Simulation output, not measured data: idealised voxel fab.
The name of this process module is voxel tone inversion.
Each square cell in cross-section cut measures 5 nm, and the section as a whole is 240 nm wide.
The cross-sections in this document take the form of a grid made of square cells. They are written out as bands, in order from top to bottom. Each band consists of one or more rows of cells. It is stipulated that each band's entry specify, in nanometres, the height of the top of the band and then that of its bottom, followed by the materials of the band in left-to-right sequence, each together with its width in nanometres. A single material marked by the word "everywhere" is understood to fill the band from edge to edge; the word "blank" is understood to denote empty space. For the purposes of this specification, 0 denotes the height below which the wafer in its as-received condition is composed wholly of one material, and the lowermost band, lacking a lower limit, extends downward without end, as expressed in "top 0, no bottom". Note: "30 to 40" means the width goes from the first number (top row of the band) to the second number (bottom row) in equal steps per row of cells. The cross-section has no changed cell in any step marked "nothing was modified". "Internal closed voids" specifies each empty space that is not open to the top and that occupies no fewer than 8 cells, using the form width x height at distance, the distance measured from the left edge and all three quantities in nm. On each step's line, the part that comes after the settings is the simulator's own comment on the step. overlay nm: where the mask lay relative to plan, measured to the right, on steps with a mask; negatives go left.
The steps planned for the process are as follows
| 1 | RECEIVE [material Si] |
| 2 | CONFORMAL_DEP [material SiCN] [thk nm 5] |
| 3 | DIRECTIONAL_DEP [material polySi] [thk nm 20] |
| 4 | PATTERN [tone cover] [mask id POSTS] [material resist] [width nm 25] [pitch nm 55] [thk nm 30] [overlay nm 0] |
| 5 | DIRECTIONAL_ETCH [etch materials polySi] [depth nm 20] |
| 6 | STRIP [etch materials resist] |
| 7 | FILL_DEP [material lowk] [thk nm 10] |
| 8 | CMP [height nm 25] |
| 9 | STRIP [etch materials polySi] |
First of two wafers: run as planned
Cross-sectional view of the wafer in its as-received condition, corresponding to the state after step 1
    top 0, no bottom = Si everywhere
    Internal closed voids: none
After step 2
    top 5, bottom 0 = SiCN everywhere
    Note: structure below 0 unchanged.
After step 3
    top 25, bottom 5 = polySi everywhere
    Note: structure below 5 unchanged.
After step 4
    top 55, bottom 25 = 50 nm blank, then 25 nm resist, then 30 nm blank, then 25 nm resist, then 30 nm blank, then 25 nm resist, then 55 nm blank
    Note: structure below 25 unchanged.
After step 5
    top 55, bottom 25 = 50 nm blank, then 25 nm resist, then 30 nm blank, then 25 nm resist, then 30 nm blank, then 25 nm resist, then 55 nm blank
    top 25, bottom 5 = 50 nm blank, then 25 nm polySi, then 30 nm blank, then 25 nm polySi, then 30 nm blank, then 25 nm polySi, then 55 nm blank
    Note: structure below 5 unchanged.
After step 6
    top 25, bottom 5 = 50 nm blank, then 25 nm polySi, then 30 nm blank, then 25 nm polySi, then 30 nm blank, then 25 nm polySi, then 55 nm blank
    Note: structure below 5 unchanged.
After step 7
    top 35, bottom 25 = lowk everywhere
    top 25, bottom 5 = 50 nm lowk, then 25 nm polySi, then 30 nm lowk, then 25 nm polySi, then 30 nm lowk, then 25 nm polySi, then 55 nm lowk
    Note: structure below 5 unchanged.
After step 8
    top 25, bottom 5 = 50 nm lowk, then 25 nm polySi, then 30 nm lowk, then 25 nm polySi, then 30 nm lowk, then 25 nm polySi, then 55 nm lowk
    Note: structure below 5 unchanged.
After step 9
    top 25, bottom 5 = 50 nm lowk, then 25 nm blank, then 30 nm lowk, then 25 nm blank, then 30 nm lowk, then 25 nm blank, then 55 nm lowk
    Note: structure below 5 unchanged.
The Second Wafer: Common Origin and Plan, One Mistake in Execution, Identical to the First Through Step 1
Second wafer: cross-section at the scheduled end of step 2: nothing was modified
Second wafer: cross-section at the scheduled end of step 3
    top 20, bottom 0 = polySi everywhere
    Note: structure below 0 unchanged.
Second wafer: cross-section at the scheduled end of step 4
    top 50, bottom 20 = 50 nm blank, then 25 nm resist, then 30 nm blank, then 25 nm resist, then 30 nm blank, then 25 nm resist, then 55 nm blank
    Note: structure below 20 unchanged.
Second wafer: cross-section at the scheduled end of step 5
    top 50, bottom 20 = 50 nm blank, then 25 nm resist, then 30 nm blank, then 25 nm resist, then 30 nm blank, then 25 nm resist, then 55 nm blank
    top 20, bottom 0 = 50 nm blank, then 25 nm polySi, then 30 nm blank, then 25 nm polySi, then 30 nm blank, then 25 nm polySi, then 55 nm blank
    Note: structure below 0 unchanged.
Second wafer: cross-section at the scheduled end of step 6
    top 20, bottom 0 = 50 nm blank, then 25 nm polySi, then 30 nm blank, then 25 nm polySi, then 30 nm blank, then 25 nm polySi, then 55 nm blank
    Note: structure below 0 unchanged.
Second wafer: cross-section at the scheduled end of step 7
    top 30, bottom 20 = lowk everywhere
    top 20, bottom 0 = 50 nm lowk, then 25 nm polySi, then 30 nm lowk, then 25 nm polySi, then 30 nm lowk, then 25 nm polySi, then 55 nm lowk
    Note: structure below 0 unchanged.
Second wafer: cross-section at the scheduled end of step 8
    top 25, bottom 20 = lowk everywhere
    Note: structure below 20 unchanged.
Second wafer: cross-section at the scheduled end of step 9: nothing was modified
Want to know what went wrong? plan step 2 skipped
FYI, end of process, the second wafer has more or fewer cells of some materials than the first: 48 fewer of SiCN; 48 more of lowk; 60 more of polySi
